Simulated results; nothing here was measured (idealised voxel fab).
The process module that follows is named voxel double patterning.
Square cells of 5 nm make up the cross-section cut, whose width is 265 nm.
Notation: cross-section as square-cell grid; stated in bands, top first, going down; one or more cell rows per band. Read a band's entry like this: the first values are the height of its top and the height of its bottom in nm, and what follows is the sequence of materials from left to right, each with its width in nm. Note that "blank" is empty space, and that a single material marked "full width" reaches across the band from edge to edge. Height reference: 0 = level under which incoming wafer is all one material. Lowest band: no bottom, runs on downward, e.g. "0 and below". Width "30..40": first value at the band's top row of cells, second value at its bottom row, equal change from row to row. The designation "nothing different", where it is given for a processing step, indicates that no cell of the cross-section was altered in the course of that step. Entry "Enclosed cavities" = empty spaces >= 8 cells with no open way to the top; each as width x height at distance, distance from left edge, all nm. Heads up: the bit after the settings on a step's line is the simulator's remark on that step. A step line may carry the setting "overlay nm", which, for steps involving a mask, states the distance by which the mask lay to the right of its intended position; negative values denote displacement to the left. Each pair below shows a cross-section before one step and the cross-section after it, down to the lowest band that changed. The line under each pair gives the step between them, with its settings. The pairs can come from different runs of this module on the same starting wafer, so a pair continues from the pair above only where its "Pre-step" says so.
### Pre-step
0 and below = Si full width
Enclosed cavities: none
### Cut View, Post-Step
5 down to 0 = SiO2 full width
Unchanged below 0.
Enclosed cavities: none
Formally, the process step situated between the two cross-sections above is op CONFORMAL_DEP | material SiO2 | thk nm 5
Pre-step: carried over from the after image of the pair right above.
### Cut View, Post-Step
25 down to 5 = polySi full width
Unchanged below 5.
Enclosed cavities: none
Formally, the process step situated between the two cross-sections above is op DIRECTIONAL_DEP | material polySi | thk nm 20
Pre-step: carried over from the after image of the pair right above.
### Cut View, Post-Step
30 down to 25 = SiN full width
Unchanged below 25.
Enclosed cavities: none
Formally, the process step situated between the two cross-sections above is op DIRECTIONAL_DEP | material SiN | thk nm 5
Pre-step: carried over from the after image of the pair right above.
### Cut View, Post-Step
45 down to 30 = resist 75; blank 15; resist 35; blank 15; resist 35; blank 15; resist 75
Unchanged below 30.
Enclosed cavities: none
Formally, the process step situated between the two cross-sections above is op PATTERN | tone open | mask id FIRST | material resist | width nm 15 | pitch nm 50 | thk nm 15 | overlay nm 0
Pre-step: carried over from the after image of the pair right above.
### Cut View, Post-Step
45 down to 30 = resist 75; blank 15; resist 35; blank 15; resist 35; blank 15; resist 75
30 down to 25 = SiN 75; blank 15; SiN 35; blank 15; SiN 35; blank 15; SiN 75
Unchanged below 25.
Enclosed cavities: none
Formally, the process step situated between the two cross-sections above is op DIRECTIONAL_ETCH | etch materials SiN | depth nm 5
Pre-step: carried over from the after image of the pair right above.
### Cut View, Post-Step
30 down to 25 = SiN 75; blank 15; SiN 35; blank 15; SiN 35; blank 15; SiN 75
Unchanged below 25.
Enclosed cavities: none
Formally, the process step situated between the two cross-sections above is op STRIP | etch materials resist
Pre-step: carried over from the after image of the pair right above.
### Cut View, Post-Step
40 down to 35 = aC 75; blank 15; aC 35; blank 15; aC 35; blank 15; aC 75
35 down to 30 = aC full width
30 down to 25 = SiN 75; aC 15; SiN 35; aC 15; SiN 35; aC 15; SiN 75
Unchanged below 25.
Enclosed cavities: none
Formally, the process step situated between the two cross-sections above is op DIRECTIONAL_DEP | material aC | thk nm 10
Pre-step: carried over from the after image of the pair right above.
### Cut View, Post-Step
70 down to 40 = resist 100; blank 15; resist 35; blank 15; resist 100
40 down to 35 = aC 75; resist 15; aC 35; resist 15; aC 35; resist 15; aC 75
Unchanged below 35.
Enclosed cavities: none
Formally, the process step situated between the two cross-sections above is op PATTERN | tone open | mask id SECOND | material resist | width nm 15 | pitch nm 50 | thk nm 30 | overlay nm 0
Pre-step: carried over from the after image of the pair right above.
### Cut View, Post-Step
60 down to 40 = resist 100; blank 15; resist 35; blank 15; resist 100
40 down to 35 = aC 75; resist 15; aC 10; blank 15; aC 10; resist 15; aC 10; blank 15; aC 10; resist 15; aC 75
35 down to 30 = aC 100; blank 15; aC 35; blank 15; aC 100
Unchanged below 30.
Enclosed cavities: none
Formally, the process step situated between the two cross-sections above is op DIRECTIONAL_ETCH | etch materials aC | depth nm 10
Pre-step: carried over from the after image of the pair right above.
### Cut View, Post-Step
40 down to 35 = aC 75; blank 15; aC 10; blank 15; aC 10; blank 15; aC 10; blank 15; aC 10; blank 15; aC 75
Unchanged below 35.
Enclosed cavities: none
Formally, the process step situated between the two cross-sections above is op STRIP | etch materials resist
Pre-step: carried over from the after image of the pair right above.
### Cut View, Post-Step
40 down to 35 = aC 75; blank 15; aC 10; blank 15; aC 10; blank 15; aC 10; blank 15; aC 10; blank 15; aC 75
35 down to 30 = aC 100; blank 15; aC 35; blank 15; aC 100
30 down to 25 = SiN 75; aC 15; SiN 10; blank 15; SiN 10; aC 15; SiN 10; blank 15; SiN 10; aC 15; SiN 75
Unchanged below 25.
Enclosed cavities: none
Formally, the process step situated between the two cross-sections above is op DIRECTIONAL_ETCH | etch materials SiN | depth nm 5
Pre-step: carried over from the after image of the pair right above.
### Cut View, Post-Step
30 down to 25 = SiN 75; blank 15; SiN 10; blank 15; SiN 10; blank 15; SiN 10; blank 15; SiN 10; blank 15; SiN 75
Unchanged below 25.
Enclosed cavities: none
Formally, the process step situated between the two cross-sections above is op STRIP | etch materials aC
Pre-step: carried over from the after image of the pair right above.
### Cut View, Post-Step
30 down to 25 = SiN 75; blank 15; SiN 10; blank 15; SiN 10; blank 15; SiN 10; blank 15; SiN 10; blank 15; SiN 75
25 down to 5 = polySi 75; blank 15; polySi 10; blank 15; polySi 10; blank 15; polySi 10; blank 15; polySi 10; blank 15; polySi 75
Unchanged below 5.
Enclosed cavities: none
Formally, the process step situated between the two cross-sections above is op DIRECTIONAL_ETCH | etch materials polySi | depth nm 20
Pre-step: carried over from the after image of the pair right above.
### Cut View, Post-Step
25 down to 5 = polySi 75; blank 15; polySi 10; blank 15; polySi 10; blank 15; polySi 10; blank 15; polySi 10; blank 15; polySi 75
Unchanged below 5.
Enclosed cavities: none
Formally, the process step situated between the two cross-sections above is op STRIP | etch materials SiN
### Pre-step
0 and below = Si full width
Enclosed cavities: none
### Cut View, Post-Step
20 down to 0 = polySi full width
Unchanged below 0.
Enclosed cavities: none
Formally, the process step situated between the two cross-sections above is op DIRECTIONAL_DEP | material polySi | thk nm 20
Pre-step: carried over from the after image of the pair right above.
### Cut View, Post-Step
25 down to 20 = SiN full width
Unchanged below 20.
Enclosed cavities: none
Formally, the process step situated between the two cross-sections above is op DIRECTIONAL_DEP | material SiN | thk nm 5
Pre-step: carried over from the after image of the pair right above.
### Cut View, Post-Step
40 down to 25 = resist 75; blank 15; resist 35; blank 15; resist 35; blank 15; resist 75
Unchanged below 25.
Enclosed cavities: none
Formally, the process step situated between the two cross-sections above is op PATTERN | tone open | mask id FIRST | material resist | width nm 15 | pitch nm 50 | thk nm 15 | overlay nm 0
Pre-step: carried over from the after image of the pair right above.
### Cut View, Post-Step
40 down to 25 = resist 75; blank 15; resist 35; blank 15; resist 35; blank 15; resist 75
25 down to 20 = SiN 75; blank 15; SiN 35; blank 15; SiN 35; blank 15; SiN 75
Unchanged below 20.
Enclosed cavities: none
Formally, the process step situated between the two cross-sections above is op DIRECTIONAL_ETCH | etch materials SiN | depth nm 5
Pre-step: carried over from the after image of the pair right above.
### Cut View, Post-Step
25 down to 20 = SiN 75; blank 15; SiN 35; blank 15; SiN 35; blank 15; SiN 75
Unchanged below 20.
Enclosed cavities: none
Formally, the process step situated between the two cross-sections above is op STRIP | etch materials resist
Pre-step: carried over from the after image of the pair right above.
### Cut View, Post-Step
35 down to 30 = aC 75; blank 15; aC 35; blank 15; aC 35; blank 15; aC 75
30 down to 25 = aC full width
25 down to 20 = SiN 75; aC 15; SiN 35; aC 15; SiN 35; aC 15; SiN 75
Unchanged below 20.
Enclosed cavities: none
Formally, the process step situated between the two cross-sections above is op DIRECTIONAL_DEP | material aC | thk nm 10
Pre-step: carried over from the after image of the pair right above.
### Cut View, Post-Step
65 down to 35 = resist 100; blank 15; resist 35; blank 15; resist 100
35 down to 30 = aC 75; resist 15; aC 35; resist 15; aC 35; resist 15; aC 75
Unchanged below 30.
Enclosed cavities: none
Formally, the process step situated between the two cross-sections above is op PATTERN | tone open | mask id SECOND | material resist | width nm 15 | pitch nm 50 | thk nm 30 | overlay nm 0
Pre-step: carried over from the after image of the pair right above.
### Cut View, Post-Step
55 down to 35 = resist 100; blank 15; resist 35; blank 15; resist 100
35 down to 30 = aC 75; resist 15; aC 10; blank 15; aC 10; resist 15; aC 10; blank 15; aC 10; resist 15; aC 75
30 down to 25 = aC 100; blank 15; aC 35; blank 15; aC 100
Unchanged below 25.
Enclosed cavities: none
Formally, the process step situated between the two cross-sections above is op DIRECTIONAL_ETCH | etch materials aC | depth nm 10
Pre-step: carried over from the after image of the pair right above.
### Cut View, Post-Step
35 down to 30 = aC 75; blank 15; aC 10; blank 15; aC 10; blank 15; aC 10; blank 15; aC 10; blank 15; aC 75
Unchanged below 30.
Enclosed cavities: none
Formally, the process step situated between the two cross-sections above is op STRIP | etch materials resist
Pre-step: carried over from the after image of the pair right above.
### Cut View, Post-Step
35 down to 30 = aC 75; blank 15; aC 10; blank 15; aC 10; blank 15; aC 10; blank 15; aC 10; blank 15; aC 75
30 down to 25 = aC 100; blank 15; aC 35; blank 15; aC 100
25 down to 20 = SiN 75; aC 15; SiN 10; blank 15; SiN 10; aC 15; SiN 10; blank 15; SiN 10; aC 15; SiN 75
Unchanged below 20.
Enclosed cavities: none
Formally, the process step situated between the two cross-sections above is op DIRECTIONAL_ETCH | etch materials SiN | depth nm 5
Pre-step: carried over from the after image of the pair right above.
### Cut View, Post-Step
25 down to 20 = SiN 75; blank 15; SiN 10; blank 15; SiN 10; blank 15; SiN 10; blank 15; SiN 10; blank 15; SiN 75
Unchanged below 20.
Enclosed cavities: none
Formally, the process step situated between the two cross-sections above is op STRIP | etch materials aC
Pre-step: carried over from the after image of the pair right above.
### Cut View, Post-Step
25 down to 20 = SiN 75; blank 15; SiN 10; blank 15; SiN 10; blank 15; SiN 10; blank 15; SiN 10; blank 15; SiN 75
20 down to 0 = polySi 75; blank 15; polySi 10; blank 15; polySi 10; blank 15; polySi 10; blank 15; polySi 10; blank 15; polySi 75
Unchanged below 0.
Enclosed cavities: none
Formally, the process step situated between the two cross-sections above is op DIRECTIONAL_ETCH | etch materials polySi | depth nm 20
Pre-step: carried over from the after image of the pair right above.
### Cut View, Post-Step
20 down to 0 = polySi 75; blank 15; polySi 10; blank 15; polySi 10; blank 15; polySi 10; blank 15; polySi 10; blank 15; polySi 75
Unchanged below 0.
Enclosed cavities: none
Formally, the process step situated between the two cross-sections above is op STRIP | etch materials SiN
### Pre-step
25 down to 5 = polySi full width
5 down to 0 = SiO2 full width
0 and below = Si full width
Enclosed cavities: none
### Cut View, Post-Step
45 down to 5 = polySi full width
Unchanged below 5.
Enclosed cavities: none
Formally, the process step situated between the two cross-sections above is op DIRECTIONAL_DEP | material polySi | thk nm 20
Pre-step: carried over from the after image of the pair right above.
### Cut View, Post-Step
50 down to 45 = SiN full width
Unchanged below 45.
Enclosed cavities: none
Formally, the process step situated between the two cross-sections above is op DIRECTIONAL_DEP | material SiN | thk nm 5
Pre-step: carried over from the after image of the pair right above.
### Cut View, Post-Step
65 down to 50 = resist 75; blank 15; resist 35; blank 15; resist 35; blank 15; resist 75
Unchanged below 50.
Enclosed cavities: none
Formally, the process step situated between the two cross-sections above is op PATTERN | tone open | mask id FIRST | material resist | width nm 15 | pitch nm 50 | thk nm 15 | overlay nm 0
Pre-step: carried over from the after image of the pair right above.
### Cut View, Post-Step
65 down to 50 = resist 75; blank 15; resist 35; blank 15; resist 35; blank 15; resist 75
50 down to 45 = SiN 75; blank 15; SiN 35; blank 15; SiN 35; blank 15; SiN 75
Unchanged below 45.
Enclosed cavities: none
Formally, the process step situated between the two cross-sections above is op DIRECTIONAL_ETCH | etch materials SiN | depth nm 5
Pre-step: carried over from the after image of the pair right above.
### Cut View, Post-Step
50 down to 45 = SiN 75; blank 15; SiN 35; blank 15; SiN 35; blank 15; SiN 75
Unchanged below 45.
Enclosed cavities: none
Formally, the process step situated between the two cross-sections above is op STRIP | etch materials resist
Pre-step: carried over from the after image of the pair right above.
### Cut View, Post-Step
60 down to 55 = aC 75; blank 15; aC 35; blank 15; aC 35; blank 15; aC 75
55 down to 50 = aC full width
50 down to 45 = SiN 75; aC 15; SiN 35; aC 15; SiN 35; aC 15; SiN 75
Unchanged below 45.
Enclosed cavities: none
Formally, the process step situated between the two cross-sections above is op DIRECTIONAL_DEP | material aC | thk nm 10
Pre-step: carried over from the after image of the pair right above.
### Cut View, Post-Step
90 down to 60 = resist 100; blank 15; resist 35; blank 15; resist 100
60 down to 55 = aC 75; resist 15; aC 35; resist 15; aC 35; resist 15; aC 75
Unchanged below 55.
Enclosed cavities: none
Formally, the process step situated between the two cross-sections above is op PATTERN | tone open | mask id SECOND | material resist | width nm 15 | pitch nm 50 | thk nm 30 | overlay nm 0
Pre-step: carried over from the after image of the pair right above.
### Cut View, Post-Step
80 down to 60 = resist 100; blank 15; resist 35; blank 15; resist 100
60 down to 55 = aC 75; resist 15; aC 10; blank 15; aC 10; resist 15; aC 10; blank 15; aC 10; resist 15; aC 75
55 down to 50 = aC 100; blank 15; aC 35; blank 15; aC 100
Unchanged below 50.
Enclosed cavities: none
Formally, the process step situated between the two cross-sections above is op DIRECTIONAL_ETCH | etch materials aC | depth nm 10
Pre-step: carried over from the after image of the pair right above.
### Cut View, Post-Step
60 down to 55 = aC 75; blank 15; aC 10; blank 15; aC 10; blank 15; aC 10; blank 15; aC 10; blank 15; aC 75
Unchanged below 55.
Enclosed cavities: none
Formally, the process step situated between the two cross-sections above is op STRIP | etch materials resist
Pre-step: carried over from the after image of the pair right above.
### Cut View, Post-Step
60 down to 55 = aC 75; blank 15; aC 10; blank 15; aC 10; blank 15; aC 10; blank 15; aC 10; blank 15; aC 75
55 down to 50 = aC 100; blank 15; aC 35; blank 15; aC 100
50 down to 45 = SiN 75; aC 15; SiN 10; blank 15; SiN 10; aC 15; SiN 10; blank 15; SiN 10; aC 15; SiN 75
Unchanged below 45.
Enclosed cavities: none
Formally, the process step situated between the two cross-sections above is op DIRECTIONAL_ETCH | etch materials SiN | depth nm 5
Pre-step: carried over from the after image of the pair right above.
### Cut View, Post-Step
50 down to 45 = SiN 75; blank 15; SiN 10; blank 15; SiN 10; blank 15; SiN 10; blank 15; SiN 10; blank 15; SiN 75
Unchanged below 45.
Enclosed cavities: none
Formally, the process step situated between the two cross-sections above is op STRIP | etch materials aC
Pre-step: carried over from the after image of the pair right above.
### Cut View, Post-Step
50 down to 45 = SiN 75; blank 15; SiN 10; blank 15; SiN 10; blank 15; SiN 10; blank 15; SiN 10; blank 15; SiN 75
45 down to 25 = polySi 75; blank 15; polySi 10; blank 15; polySi 10; blank 15; polySi 10; blank 15; polySi 10; blank 15; polySi 75
Unchanged below 25.
Enclosed cavities: none
Formally, the process step situated between the two cross-sections above is op DIRECTIONAL_ETCH | etch materials polySi | depth nm 20
Pre-step: carried over from the after image of the pair right above.
### Cut View, Post-Step
45 down to 25 = polySi 75; blank 15; polySi 10; blank 15; polySi 10; blank 15; polySi 10; blank 15; polySi 10; blank 15; polySi 75
Unchanged below 25.
Enclosed cavities: none
Formally, the process step situated between the two cross-sections above is op STRIP | etch materials SiN
### Pre-step
20 down to 0 = polySi full width
0 and below = Si full width
Enclosed cavities: none
### Cut View, Post-Step
25 down to 20 = SiO2 full width
Unchanged below 20.
Enclosed cavities: none
Formally, the process step situated between the two cross-sections above is op CONFORMAL_DEP | material SiO2 | thk nm 5
Pre-step: carried over from the after image of the pair right above.
### Cut View, Post-Step
30 down to 25 = SiN full width
Unchanged below 25.
Enclosed cavities: none
Formally, the process step situated between the two cross-sections above is op DIRECTIONAL_DEP | material SiN | thk nm 5
Pre-step: carried over from the after image of the pair right above.
### Cut View, Post-Step
45 down to 30 = resist 75; blank 15; resist 35; blank 15; resist 35; blank 15; resist 75
Unchanged below 30.
Enclosed cavities: none
Formally, the process step situated between the two cross-sections above is op PATTERN | tone open | mask id FIRST | material resist | width nm 15 | pitch nm 50 | thk nm 15 | overlay nm 0
Pre-step: carried over from the after image of the pair right above.
### Cut View, Post-Step
45 down to 30 = resist 75; blank 15; resist 35; blank 15; resist 35; blank 15; resist 75
30 down to 25 = SiN 75; blank 15; SiN 35; blank 15; SiN 35; blank 15; SiN 75
Unchanged below 25.
Enclosed cavities: none
Formally, the process step situated between the two cross-sections above is op DIRECTIONAL_ETCH | etch materials SiN | depth nm 5
Pre-step: carried over from the after image of the pair right above.
### Cut View, Post-Step
30 down to 25 = SiN 75; blank 15; SiN 35; blank 15; SiN 35; blank 15; SiN 75
Unchanged below 25.
Enclosed cavities: none
Formally, the process step situated between the two cross-sections above is op STRIP | etch materials resist
Pre-step: carried over from the after image of the pair right above.
### Cut View, Post-Step
40 down to 35 = aC 75; blank 15; aC 35; blank 15; aC 35; blank 15; aC 75
35 down to 30 = aC full width
30 down to 25 = SiN 75; aC 15; SiN 35; aC 15; SiN 35; aC 15; SiN 75
Unchanged below 25.
Enclosed cavities: none
Formally, the process step situated between the two cross-sections above is op DIRECTIONAL_DEP | material aC | thk nm 10
Pre-step: carried over from the after image of the pair right above.
### Cut View, Post-Step
70 down to 40 = resist 100; blank 15; resist 35; blank 15; resist 100
40 down to 35 = aC 75; resist 15; aC 35; resist 15; aC 35; resist 15; aC 75
Unchanged below 35.
Enclosed cavities: none
Formally, the process step situated between the two cross-sections above is op PATTERN | tone open | mask id SECOND | material resist | width nm 15 | pitch nm 50 | thk nm 30 | overlay nm 0
Pre-step: carried over from the after image of the pair right above.
### Cut View, Post-Step
60 down to 40 = resist 100; blank 15; resist 35; blank 15; resist 100
40 down to 35 = aC 75; resist 15; aC 10; blank 15; aC 10; resist 15; aC 10; blank 15; aC 10; resist 15; aC 75
35 down to 30 = aC 100; blank 15; aC 35; blank 15; aC 100
Unchanged below 30.
Enclosed cavities: none
Formally, the process step situated between the two cross-sections above is op DIRECTIONAL_ETCH | etch materials aC | depth nm 10
Pre-step: carried over from the after image of the pair right above.
### Cut View, Post-Step
40 down to 35 = aC 75; blank 15; aC 10; blank 15; aC 10; blank 15; aC 10; blank 15; aC 10; blank 15; aC 75
Unchanged below 35.
Enclosed cavities: none
Formally, the process step situated between the two cross-sections above is op STRIP | etch materials resist
Pre-step: carried over from the after image of the pair right above.
### Cut View, Post-Step
40 down to 35 = aC 75; blank 15; aC 10; blank 15; aC 10; blank 15; aC 10; blank 15; aC 10; blank 15; aC 75
35 down to 30 = aC 100; blank 15; aC 35; blank 15; aC 100
30 down to 25 = SiN 75; aC 15; SiN 10; blank 15; SiN 10; aC 15; SiN 10; blank 15; SiN 10; aC 15; SiN 75
Unchanged below 25.
Enclosed cavities: none
Formally, the process step situated between the two cross-sections above is op DIRECTIONAL_ETCH | etch materials SiN | depth nm 5
Pre-step: carried over from the after image of the pair right above.
### Cut View, Post-Step
30 down to 25 = SiN 75; blank 15; SiN 10; blank 15; SiN 10; blank 15; SiN 10; blank 15; SiN 10; blank 15; SiN 75
Unchanged below 25.
Enclosed cavities: none
Formally, the process step situated between the two cross-sections above is op STRIP | etch materials aC
Pre-step: carried over from the after image of the pair right above.
### Cut View, Post-Step
25 down to 20 = SiO2 full width
Unchanged below 20.
Enclosed cavities: none
Formally, the process step situated between the two cross-sections above is op STRIP | etch materials SiN
### Pre-step
5 down to 0 = SiO2 full width
0 and below = Si full width
Enclosed cavities: none
### Cut View, Post-Step
15 down to 5 = polySi full width
Unchanged below 5.
Enclosed cavities: none
Formally, the process step situated between the two cross-sections above is op DIRECTIONAL_DEP | material polySi | thk nm 10
Pre-step: carried over from the after image of the pair right above.
### Cut View, Post-Step
20 down to 15 = SiN full width
Unchanged below 15.
Enclosed cavities: none
Formally, the process step situated between the two cross-sections above is op DIRECTIONAL_DEP | material SiN | thk nm 5
Pre-step: carried over from the after image of the pair right above.
### Cut View, Post-Step
35 down to 20 = resist 75; blank 15; resist 35; blank 15; resist 35; blank 15; resist 75
Unchanged below 20.
Enclosed cavities: none
Formally, the process step situated between the two cross-sections above is op PATTERN | tone open | mask id FIRST | material resist | width nm 15 | pitch nm 50 | thk nm 15 | overlay nm 0
Pre-step: carried over from the after image of the pair right above.
### Cut View, Post-Step
35 down to 20 = resist 75; blank 15; resist 35; blank 15; resist 35; blank 15; resist 75
20 down to 15 = SiN 75; blank 15; SiN 35; blank 15; SiN 35; blank 15; SiN 75
Unchanged below 15.
Enclosed cavities: none
Formally, the process step situated between the two cross-sections above is op DIRECTIONAL_ETCH | etch materials SiN | depth nm 5
Pre-step: carried over from the after image of the pair right above.
### Cut View, Post-Step
20 down to 15 = SiN 75; blank 15; SiN 35; blank 15; SiN 35; blank 15; SiN 75
Unchanged below 15.
Enclosed cavities: none
Formally, the process step situated between the two cross-sections above is op STRIP | etch materials resist
Pre-step: carried over from the after image of the pair right above.
### Cut View, Post-Step
30 down to 25 = aC 75; blank 15; aC 35; blank 15; aC 35; blank 15; aC 75
25 down to 20 = aC full width
20 down to 15 = SiN 75; aC 15; SiN 35; aC 15; SiN 35; aC 15; SiN 75
Unchanged below 15.
Enclosed cavities: none
Formally, the process step situated between the two cross-sections above is op DIRECTIONAL_DEP | material aC | thk nm 10
Pre-step: carried over from the after image of the pair right above.
### Cut View, Post-Step
60 down to 30 = resist 100; blank 15; resist 35; blank 15; resist 100
30 down to 25 = aC 75; resist 15; aC 35; resist 15; aC 35; resist 15; aC 75
Unchanged below 25.
Enclosed cavities: none
Formally, the process step situated between the two cross-sections above is op PATTERN | tone open | mask id SECOND | material resist | width nm 15 | pitch nm 50 | thk nm 30 | overlay nm 0
Pre-step: carried over from the after image of the pair right above.
### Cut View, Post-Step
50 down to 30 = resist 100; blank 15; resist 35; blank 15; resist 100
30 down to 25 = aC 75; resist 15; aC 10; blank 15; aC 10; resist 15; aC 10; blank 15; aC 10; resist 15; aC 75
25 down to 20 = aC 100; blank 15; aC 35; blank 15; aC 100
Unchanged below 20.
Enclosed cavities: none
Formally, the process step situated between the two cross-sections above is op DIRECTIONAL_ETCH | etch materials aC | depth nm 10
Pre-step: carried over from the after image of the pair right above.
### Cut View, Post-Step
30 down to 25 = aC 75; blank 15; aC 10; blank 15; aC 10; blank 15; aC 10; blank 15; aC 10; blank 15; aC 75
Unchanged below 25.
Enclosed cavities: none
Formally, the process step situated between the two cross-sections above is op STRIP | etch materials resist
Pre-step: carried over from the after image of the pair right above.
### Cut View, Post-Step
30 down to 25 = aC 75; blank 15; aC 10; blank 15; aC 10; blank 15; aC 10; blank 15; aC 10; blank 15; aC 75
25 down to 20 = aC 100; blank 15; aC 35; blank 15; aC 100
20 down to 15 = SiN 75; aC 15; SiN 10; blank 15; SiN 10; aC 15; SiN 10; blank 15; SiN 10; aC 15; SiN 75
Unchanged below 15.
Enclosed cavities: none
Formally, the process step situated between the two cross-sections above is op DIRECTIONAL_ETCH | etch materials SiN | depth nm 5
Pre-step: carried over from the after image of the pair right above.
### Cut View, Post-Step
20 down to 15 = SiN 75; blank 15; SiN 10; blank 15; SiN 10; blank 15; SiN 10; blank 15; SiN 10; blank 15; SiN 75
Unchanged below 15.
Enclosed cavities: none
Formally, the process step situated between the two cross-sections above is op STRIP | etch materials aC
Pre-step: carried over from the after image of the pair right above.
### Cut View, Post-Step
20 down to 15 = SiN 75; blank 15; SiN 10; blank 15; SiN 10; blank 15; SiN 10; blank 15; SiN 10; blank 15; SiN 75
15 down to 5 = polySi 75; blank 15; polySi 10; blank 15; polySi 10; blank 15; polySi 10; blank 15; polySi 10; blank 15; polySi 75
Unchanged below 5.
Enclosed cavities: none
Formally, the process step situated between the two cross-sections above is op DIRECTIONAL_ETCH | etch materials polySi | depth nm 20
Pre-step: carried over from the after image of the pair right above.
### Cut View, Post-Step
15 down to 5 = polySi 75; blank 15; polySi 10; blank 15; polySi 10; blank 15; polySi 10; blank 15; polySi 10; blank 15; polySi 75
Unchanged below 5.
Enclosed cavities: none
Formally, the process step situated between the two cross-sections above is op STRIP | etch materials SiN
### Pre-step
40 down to 35 = aC 75; blank 15; aC 35; blank 15; aC 35; blank 15; aC 75
35 down to 30 = aC full width
30 down to 25 = SiN 75; aC 15; SiN 35; aC 15; SiN 35; aC 15; SiN 75
25 down to 5 = polySi full width
5 down to 0 = SiO2 full width
0 and below = Si full width
Enclosed cavities: none
### Cut View, Post-Step
70 down to 40 = resist 100; blank 20; resist 30; blank 20; resist 95
40 down to 35 = aC 75; resist 15; aC 35; resist 15; aC 35; resist 15; aC 75
Unchanged below 35.
Enclosed cavities: none
Formally, the process step situated between the two cross-sections above is op PATTERN | tone open | mask id SECOND | material resist | width nm 20 | pitch nm 50 | thk nm 30 | overlay nm 0
Pre-step: carried over from the after image of the pair right above.
### Cut View, Post-Step
60 down to 40 = resist 100; blank 20; resist 30; blank 20; resist 95
40 down to 35 = aC 75; resist 15; aC 10; blank 20; aC 5; resist 15; aC 10; blank 20; aC 5; resist 15; aC 75
35 down to 30 = aC 100; blank 20; aC 30; blank 20; aC 95
Unchanged below 30.
Enclosed cavities: none
Formally, the process step situated between the two cross-sections above is op DIRECTIONAL_ETCH | etch materials aC | depth nm 10
Pre-step: carried over from the after image of the pair right above.
### Cut View, Post-Step
40 down to 35 = aC 75; blank 15; aC 10; blank 20; aC 5; blank 15; aC 10; blank 20; aC 5; blank 15; aC 75
Unchanged below 35.
Enclosed cavities: none
Formally, the process step situated between the two cross-sections above is op STRIP | etch materials resist
Pre-step: carried over from the after image of the pair right above.
### Cut View, Post-Step
40 down to 35 = aC 75; blank 15; aC 10; blank 20; aC 5; blank 15; aC 10; blank 20; aC 5; blank 15; aC 75
35 down to 30 = aC 100; blank 20; aC 30; blank 20; aC 95
30 down to 25 = SiN 75; aC 15; SiN 10; blank 20; SiN 5; aC 15; SiN 10; blank 20; SiN 5; aC 15; SiN 75
Unchanged below 25.
Enclosed cavities: none
Formally, the process step situated between the two cross-sections above is op DIRECTIONAL_ETCH | etch materials SiN | depth nm 5
Pre-step: carried over from the after image of the pair right above.
### Cut View, Post-Step
30 down to 25 = SiN 75; blank 15; SiN 10; blank 20; SiN 5; blank 15; SiN 10; blank 20; SiN 5; blank 15; SiN 75
Unchanged below 25.
Enclosed cavities: none
Formally, the process step situated between the two cross-sections above is op STRIP | etch materials aC
Pre-step: carried over from the after image of the pair right above.
### Cut View, Post-Step
30 down to 25 = SiN 75; blank 15; SiN 10; blank 20; SiN 5; blank 15; SiN 10; blank 20; SiN 5; blank 15; SiN 75
25 down to 5 = polySi 75; blank 15; polySi 10; blank 20; polySi 5; blank 15; polySi 10; blank 20; polySi 5; blank 15; polySi 75
Unchanged below 5.
Enclosed cavities: none
Formally, the process step situated between the two cross-sections above is op DIRECTIONAL_ETCH | etch materials polySi | depth nm 20
Pre-step: carried over from the after image of the pair right above.
### Cut View, Post-Step
25 down to 5 = polySi 75; blank 15; polySi 10; blank 20; polySi 5; blank 15; polySi 10; blank 20; polySi 5; blank 15; polySi 75
Unchanged below 5.
Enclosed cavities: none
Formally, the process step situated between the two cross-sections above is op STRIP | etch materials SiN
### Pre-step
30 down to 25 = SiN full width
25 down to 5 = polySi full width
5 down to 0 = SiO2 full width
0 and below = Si full width
Enclosed cavities: none
### Cut View, Post-Step
45 down to 30 = resist 80; blank 15; resist 35; blank 15; resist 35; blank 15; resist 70
Unchanged below 30.
Enclosed cavities: none
Formally, the process step situated between the two cross-sections above is op PATTERN | tone open | mask id FIRST | material resist | width nm 15 | pitch nm 50 | thk nm 15 | overlay nm 5
Pre-step: carried over from the after image of the pair right above.
### Cut View, Post-Step
45 down to 30 = resist 80; blank 15; resist 35; blank 15; resist 35; blank 15; resist 70
30 down to 25 = SiN 80; blank 15; SiN 35; blank 15; SiN 35; blank 15; SiN 70
Unchanged below 25.
Enclosed cavities: none
Formally, the process step situated between the two cross-sections above is op DIRECTIONAL_ETCH | etch materials SiN | depth nm 5
Pre-step: carried over from the after image of the pair right above.
### Cut View, Post-Step
30 down to 25 = SiN 80; blank 15; SiN 35; blank 15; SiN 35; blank 15; SiN 70
Unchanged below 25.
Enclosed cavities: none
Formally, the process step situated between the two cross-sections above is op STRIP | etch materials resist
Pre-step: carried over from the after image of the pair right above.
### Cut View, Post-Step
40 down to 35 = aC 80; blank 15; aC 35; blank 15; aC 35; blank 15; aC 70
35 down to 30 = aC full width
30 down to 25 = SiN 80; aC 15; SiN 35; aC 15; SiN 35; aC 15; SiN 70
Unchanged below 25.
Enclosed cavities: none
Formally, the process step situated between the two cross-sections above is op DIRECTIONAL_DEP | material aC | thk nm 10
Pre-step: carried over from the after image of the pair right above.
### Cut View, Post-Step
70 down to 40 = resist 100; blank 15; resist 35; blank 15; resist 100
40 down to 35 = aC 80; resist 15; aC 35; resist 15; aC 35; resist 15; aC 70
Unchanged below 35.
Enclosed cavities: none
Formally, the process step situated between the two cross-sections above is op PATTERN | tone open | mask id SECOND | material resist | width nm 15 | pitch nm 50 | thk nm 30 | overlay nm 0
Pre-step: carried over from the after image of the pair right above.
### Cut View, Post-Step
60 down to 40 = resist 100; blank 15; resist 35; blank 15; resist 100
40 down to 35 = aC 80; resist 15; aC 5; blank 15; aC 15; resist 15; aC 5; blank 15; aC 15; resist 15; aC 70
35 down to 30 = aC 100; blank 15; aC 35; blank 15; aC 100
Unchanged below 30.
Enclosed cavities: none
Formally, the process step situated between the two cross-sections above is op DIRECTIONAL_ETCH | etch materials aC | depth nm 10
Pre-step: carried over from the after image of the pair right above.
### Cut View, Post-Step
40 down to 35 = aC 80; blank 15; aC 5; blank 15; aC 15; blank 15; aC 5; blank 15; aC 15; blank 15; aC 70
Unchanged below 35.
Enclosed cavities: none
Formally, the process step situated between the two cross-sections above is op STRIP | etch materials resist
Pre-step: carried over from the after image of the pair right above.
### Cut View, Post-Step
40 down to 35 = aC 80; blank 15; aC 5; blank 15; aC 15; blank 15; aC 5; blank 15; aC 15; blank 15; aC 70
35 down to 30 = aC 100; blank 15; aC 35; blank 15; aC 100
30 down to 25 = SiN 80; aC 15; SiN 5; blank 15; SiN 15; aC 15; SiN 5; blank 15; SiN 15; aC 15; SiN 70
Unchanged below 25.
Enclosed cavities: none
Formally, the process step situated between the two cross-sections above is op DIRECTIONAL_ETCH | etch materials SiN | depth nm 5
